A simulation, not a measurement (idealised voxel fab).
The following is a process module called voxel wiring stack.
We display cut, a cross-section 205 nm in width whose square cells are each 5 nm.
How to read a cross-section here: the picture is a grid of square cells, written as bands going from the top down, and any band can span one or more rows of cells.
Band entry format. Leading values: height of top, height of bottom, nm. Remainder: materials in left-to-right order, each with its width in nm. Special words: "full width" on a single material, which then fills the band edge to edge; "air", empty space.
A quick word on heights: they are counted from 0, and under that level the wafer as it came to us is one material throughout. The lowest band is different from the rest in having no bottom; it simply continues downward, written as in "from 0 down".
A width such as "30->40" changes by the same amount from each row of cells to the next, from the band's top row to its bottom row.
Take "no change occurred" at face value: in the step it is given for, the cross-section changed in none of its cells.
The list in "Enclosed void entries" covers empty spaces of 8 cells or more that cannot reach the top through any open way, and it gives each as width x height at distance; the distance is from the left edge, and width, height and distance are in nm.
What comes after the settings on a step's line is commentary from the simulator itself on that step.
For masked steps, "overlay nm" on the step line gives how far right of plan the mask actually lay; a minus sign means it lay to the left.
-- Planned process steps
1: RECEIVE,material Si
2: CONFORMAL_DEP,material SiO2,thk nm 15
3: CONFORMAL_DEP,material SiCN,thk nm 5
4: DIRECTIONAL_DEP,material SiO2,thk nm 25
5: PATTERN,tone open,mask id METAL_1,material resist,width nm 30,pitch nm 45,thk nm 15,overlay nm 0
6: DIRECTIONAL_ETCH,etch materials SiO2,depth nm 25
7: DIRECTIONAL_ETCH,etch materials SiCN,depth nm 5
8: STRIP,etch materials resist
9: CONFORMAL_DEP,material TiN,thk nm 5
10: FILL_DEP,material Ru,thk nm 10
11: CMP,height nm 45
12: CONFORMAL_DEP,material SiCN,thk nm 5
13: DIRECTIONAL_DEP,material lowk,thk nm 15
14: DIRECTIONAL_DEP,material aC,thk nm 10
15: PATTERN,tone open,mask id PLUG_1,material resist,width nm 15,pitch nm 45,thk nm 25,overlay nm 0
16: DIRECTIONAL_ETCH,etch materials aC,depth nm 10
17: STRIP,etch materials resist
18: DIRECTIONAL_ETCH,etch materials lowk,depth nm 15
19: DIRECTIONAL_ETCH,etch materials SiCN,depth nm 5
20: STRIP,etch materials aC
21: EPI,material Ru,thk nm 10
22: EPI,material Ru,thk nm 10
23: DIRECTIONAL_DEP,material TiN,thk nm 5
24: DIRECTIONAL_DEP,material W,thk nm 15
25: DIRECTIONAL_DEP,material aC,thk nm 15
26: PATTERN,tone cover,mask id METAL_2,material resist,width nm 30,pitch nm 45,thk nm 30,overlay nm 0
27: DIRECTIONAL_ETCH,etch materials aC,depth nm 15
28: STRIP,etch materials resist
29: DIRECTIONAL_ETCH,etch materials W,depth nm 15
30: DIRECTIONAL_ETCH,etch materials TiN,depth nm 5
31: STRIP,etch materials aC
32: FILL_DEP,material SiO2,thk nm 5
33: CMP,height nm 85
34: CONFORMAL_DEP,material SiCN,thk nm 5
35: DIRECTIONAL_DEP,material lowk,thk nm 30
36: PATTERN,tone open,mask id METAL_3,material resist,width nm 30,pitch nm 45,thk nm 15,overlay nm 0
37: DIRECTIONAL_ETCH,etch materials lowk,depth nm 15
38: STRIP,etch materials resist
39: MASKED_ETCH,tone open,mask id METAL_3_HOLES,width nm 15,etch materials lowk,depth nm 15,overlay nm 0
40: MASKED_ETCH,tone open,mask id METAL_3_HOLES,width nm 15,etch materials SiCN,depth nm 5,overlay nm 0
41: CONFORMAL_DEP,material TiN,thk nm 5
42: FILL_DEP,material Cu,thk nm 10
43: CMP,height nm 120
44: CONFORMAL_DEP,material SiCN,thk nm 5
45: DIRECTIONAL_DEP,material lowk,thk nm 30
46: DIRECTIONAL_DEP,material aC,thk nm 10
47: PATTERN,tone open,mask id METAL_4,material resist,width nm 30,pitch nm 45,thk nm 30,overlay nm 0
48: DIRECTIONAL_ETCH,etch materials aC,depth nm 10
49: STRIP,etch materials resist
50: DIRECTIONAL_ETCH,etch materials lowk,depth nm 15
51: STRIP,etch materials aC
52: DIRECTIONAL_DEP,material aC,thk nm 10
53: PATTERN,tone open,mask id METAL_4_HOLES,material resist,width nm 15,thk nm 30,overlay nm 0
54: DIRECTIONAL_ETCH,etch materials aC,depth nm 10
55: STRIP,etch materials resist
56: DIRECTIONAL_ETCH,etch materials lowk,depth nm 15
57: DIRECTIONAL_ETCH,etch materials SiCN,depth nm 5
58: STRIP,etch materials aC
59: CONFORMAL_DEP,material TiN,thk nm 5
60: FILL_DEP,material Cu,thk nm 10
61: CMP,height nm 155
62: CONFORMAL_DEP,material SiCN,thk nm 5
-- Cross-section of the wafer as it came to us, i.e., already through step 1
- from 0 down | Si full width
- Enclosed void entries: none
-- Cross-section taken at module completion on the first of two wafers; processed per the plan
- from 160 to 155 | SiCN full width
- from 155 to 145 | 65 lowk, then 5 TiN, then 20 Cu, then 5 TiN, then 15 lowk, then 5 TiN, then 20 Cu, then 5 TiN, then 65 lowk
- from 145 to 140 | 65 lowk, then 5 TiN, then 5 Cu, then 20 TiN, then 15 lowk, then 30 TiN, then 65 lowk
- from 140 to 125 | 65 lowk, then 5 TiN, then 5 Cu, then 5 TiN, then 125 lowk
- from 125 to 120 | 65 SiCN, then 15 TiN, then 125 SiCN
- from 120 to 110 | 65 lowk, then 5 TiN, then 20 Cu, then 5 TiN, then 15 lowk, then 5 TiN, then 20 Cu, then 5 TiN, then 65 lowk
- from 110 to 105 | 65 lowk, then 5 TiN, then 5 Cu, then 20 TiN, then 15 lowk, then 30 TiN, then 65 lowk
- from 105 to 90 | 65 lowk, then 5 TiN, then 5 Cu, then 5 TiN, then 125 lowk
- from 90 to 85 | 65 SiCN, then 15 TiN, then 125 SiCN
- from 85 to 70 | 65 SiO2, then 30 W, then 15 SiO2, then 30 W, then 65 SiO2
- from 70 to 65 | 65 SiO2, then 30 TiN, then 15 SiO2, then 30 TiN, then 65 SiO2
- from 65 to 50 | 65 lowk, then 15 Ru, then 30 lowk, then 15 Ru, then 80 lowk
- from 50 to 45 | 65 SiCN, then 15 Ru, then 30 SiCN, then 15 Ru, then 80 SiCN
- from 45 to 20 | 65 SiO2, then 5 TiN, then 20 Ru, then 5 TiN, then 15 SiO2, then 5 TiN, then 20 Ru, then 5 TiN, then 65 SiO2
- from 20 to 15 | 65 SiCN, then 30 TiN, then 15 SiCN, then 30 TiN, then 65 SiCN
- from 15 to 0 | SiO2 full width
- from 0 down | Si full width
- Enclosed void entries: none
-- Here's the second of our two wafers sectioned at module end. Same start as the first, same plan, but one mistake got made running it
- from 160 to 155 | SiCN full width
- from 155 to 145 | 65 lowk, then 5 TiN, then 20 Cu, then 5 TiN, then 15 lowk, then 5 TiN, then 20 Cu, then 5 TiN, then 65 lowk
- from 145 to 140 | 65 lowk, then 5 TiN, then 5 Cu, then 20 TiN, then 15 lowk, then 30 TiN, then 65 lowk
- from 140 to 125 | 65 lowk, then 5 TiN, then 5 Cu, then 5 TiN, then 125 lowk
- from 125 to 120 | 65 SiCN, then 15 TiN, then 125 SiCN
- from 120 to 110 | 65 lowk, then 5 TiN, then 20 Cu, then 5 TiN, then 15 lowk, then 5 TiN, then 20 Cu, then 5 TiN, then 65 lowk
- from 110 to 105 | 65 lowk, then 5 TiN, then 5 Cu, then 20 TiN, then 15 lowk, then 30 TiN, then 65 lowk
- from 105 to 90 | 65 lowk, then 5 TiN, then 5 Cu, then 5 TiN, then 125 lowk
- from 90 to 85 | 65 SiCN, then 15 TiN, then 125 SiCN
- from 85 to 70 | 70 SiO2, then 20 W, then 25 SiO2, then 20 W, then 70 SiO2
- from 70 to 65 | 70 SiO2, then 20 TiN, then 25 SiO2, then 20 TiN, then 70 SiO2
- from 65 to 50 | 65 lowk, then 15 Ru, then 30 lowk, then 15 Ru, then 80 lowk
- from 50 to 45 | 65 SiCN, then 15 Ru, then 30 SiCN, then 15 Ru, then 80 SiCN
- from 45 to 20 | 65 SiO2, then 5 TiN, then 20 Ru, then 5 TiN, then 15 SiO2, then 5 TiN, then 20 Ru, then 5 TiN, then 65 SiO2
- from 20 to 15 | 65 SiCN, then 30 TiN, then 15 SiCN, then 30 TiN, then 65 SiCN
- from 15 to 0 | SiO2 full width
- from 0 down | Si full width
- Enclosed void entries: none
Plan not followed: contrary to plan, step 26 was performed as PATTERN,tone cover,mask id METAL_2,material resist,width nm 20,pitch nm 45,thk nm 30,overlay nm 0
It is noted that, at the conclusion of processing, the second wafer exhibits a higher or lower cell count for certain materials relative to the first: +16 SiO2; -4 TiN; -12 W
